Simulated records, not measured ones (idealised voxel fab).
The process module that follows is named voxel wiring stack.
Section shown: cut. Width: 195 nm. Cell size: 5 nm, square.
Square cells in a grid make up a cross-section in this document, and the grid is given as bands, listed from the top down, each one or more rows of cells.
What a band's entry tells you: where the top is and where the bottom is, as heights in nm, and after that what lies inside, material by material from left to right, each with its width in nm. Empty space is written as the word "blank", and a single material marked with the word "full width" occupies the band from edge to edge.
Below 0: as-received wafer, all one material; heights counted from there. Lowest band: no bottom, goes on down, written "0 nm and below".
Top row gets the first number, bottom row gets the second, and each row in between changes by the same step: that is how a band width like "30 to 40" works.
Basically "no change" means that step didn't change any cell in the cross-section.
"Completely enclosed voids" enumerates empty spaces isolated from the top, with no open way to it, that contain at least 8 cells, giving each as width x height at distance from the left edge, all three in nm.
Whatever follows a step's settings on its line is a remark the simulator itself makes about that step.
"overlay nm" on a masked step: distance the mask lay right of its planned place, negative for left.

[This section lists the process steps that were planned]
1,RECEIVE with material Si
2,CONFORMAL_DEP with material SiO2, thk nm 15
3,CONFORMAL_DEP with material SiN, thk nm 5
4,DIRECTIONAL_DEP with material lowk, thk nm 25
5,PATTERN with tone open, mask id METAL_1, material resist, width nm 25, pitch nm 45, thk nm 20, overlay nm 0
6,DIRECTIONAL_ETCH with etch materials lowk, depth nm 25
7,DIRECTIONAL_ETCH with etch materials SiN, depth nm 5
8,STRIP with etch materials resist
9,CONFORMAL_DEP with material TiN, thk nm 5
10,FILL_DEP with material Cu, thk nm 5
11,CMP with height nm 45
12,CONFORMAL_DEP with material SiCN, thk nm 5
13,DIRECTIONAL_DEP with material SiO2, thk nm 10
14,MASKED_ETCH with tone open, mask id PLUG_1, width nm 15, pitch nm 90, etch materials SiO2, depth nm 10, overlay nm 0
15,MASKED_ETCH with tone open, mask id PLUG_1, width nm 15, pitch nm 90, etch materials SiCN, depth nm 5, overlay nm 0
16,EPI with material Ru, thk nm 10
17,EPI with material Ru, thk nm 5
18,CONFORMAL_DEP with material SiN, thk nm 5
19,DIRECTIONAL_DEP with material lowk, thk nm 15
20,PATTERN with tone open, mask id METAL_2, material resist, width nm 25, pitch nm 45, thk nm 15, overlay nm 0
21,DIRECTIONAL_ETCH with etch materials lowk, depth nm 15
22,DIRECTIONAL_ETCH with etch materials SiN, depth nm 5
23,STRIP with etch materials resist
24,CONFORMAL_DEP with material TiN, thk nm 5
25,FILL_DEP with material Cu, thk nm 5
26,CMP with height nm 80
27,CONFORMAL_DEP with material SiCN, thk nm 5

[Here's what the wafer looked like in cross-section when it arrived - that's after step 1]
> 0 nm and below: Si full width
> Completely enclosed voids: none

[The following cross-section depicts the wafer upon conclusion of the module. Processing commenced from the starting condition illustrated above and adhered to the plan illustrated above, save for one mistake in execution]
> 75 nm to 70 nm: SiCN full width
> 70 nm to 65 nm: lowk: 15  TiN: 5  Cu: 15  TiN: 5  lowk: 20  TiN: 5  Cu: 15  TiN: 5  lowk: 20  TiN: 5  Cu: 15  TiN: 5  lowk: 20  TiN: 5  Cu: 15  TiN: 5  lowk: 20
> 65 nm to 60 nm: SiN: 15  TiN: 25  SiN: 20  TiN: 25  SiN: 20  TiN: 25  SiN: 20  TiN: 25  SiN: 20
> 60 nm to 50 nm: SiO2: 15  Ru: 15  SiO2: 75  Ru: 15  SiO2: 75
> 50 nm to 45 nm: SiCN: 15  Ru: 15  SiCN: 75  Ru: 15  SiCN: 75
> 45 nm to 20 nm: lowk: 15  TiN: 5  Cu: 15  TiN: 5  lowk: 20  TiN: 5  Cu: 15  TiN: 5  lowk: 20  TiN: 5  Cu: 15  TiN: 5  lowk: 20  TiN: 5  Cu: 15  TiN: 5  lowk: 20
> 20 nm to 15 nm: SiN: 15  TiN: 25  SiN: 20  TiN: 25  SiN: 20  TiN: 25  SiN: 20  TiN: 25  SiN: 20
> 15 nm to 0 nm: SiO2 full width
> 0 nm and below: Si full width
> Completely enclosed voids: none
Plan not followed: planned and actual differ for step 26; actual: CMP with height nm 70
